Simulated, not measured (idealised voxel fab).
Process module, titled voxel double patterning
Cross-section cut spans 200 nm and uses square cells 5 nm in size.
Cross-section, as written here: a square-cell grid given band by band from the top down, where a band holds one or more rows of cells. Quick guide to a band line: top height, bottom height (nm) up front; then every material left to right with its width in nm. Only one material and it's marked "edge to edge"? Then it fills the band edge to edge. And "empty" just means empty space. Heights are reckoned from 0. Under this level, the received wafer is all of one material. The bottommost band is open-ended downward, for example "0 and below". Width spec "30->40" -> top row of cells at first value, bottom row at second value, equal per-row change in between. "nothing got changed" -> step changed no cross-section cell. Closed-off voids of 8+ cells (no open route to the top) go in "Closed void list", written width x height at distance from the left edge, in nm. Anything after a step's settings on that line? It's the simulator's own note about the step. When a step includes a mask, the "overlay nm" setting on its line states how far to the right of its planned place that mask lay, and negative values state how far to the left.

[The process steps that were planned are listed below]
1 RECEIVE with material Si
2 CONFORMAL_DEP with material SiO2, thk nm 10
3 DIRECTIONAL_DEP with material W, thk nm 10
4 DIRECTIONAL_DEP with material SiN, thk nm 10
5 MASKED_ETCH with tone open, mask id FIRST, width nm 15, pitch nm 50, etch materials SiN, depth nm 10, overlay nm 0
6 MASKED_ETCH with tone open, mask id SECOND, width nm 15, etch materials SiN, depth nm 10, overlay nm 0
7 DIRECTIONAL_ETCH with etch materials W, depth nm 10
8 STRIP with etch materials SiN

[as received, after step 1]
> 0 and below: Si edge to edge
> Closed void list: none

[Cross-section: first of two wafers, module finished, run according to plan]
> 20 down to 10: W 65 | empty 15 | W 10 | empty 15 | W 10 | empty 15 | W 70
> 10 down to 0: SiO2 edge to edge
> 0 and below: Si edge to edge
> Closed void list: none

[Wafer two, sectioned after the module: the first wafer's start, the first wafer's plan, and one mistake in how it was run]
> 20 down to 10: SiO2 edge to edge
> 10 down to 0: W edge to edge
> 0 and below: Si edge to edge
> Closed void list: none
Finding, execution versus plan: so 2 and 3 got swapped relative to the plan, each ran where the other was supposed to
Bottom line after processing is that, in cells, the second wafer is up or down on some materials versus the first: 18 more of W
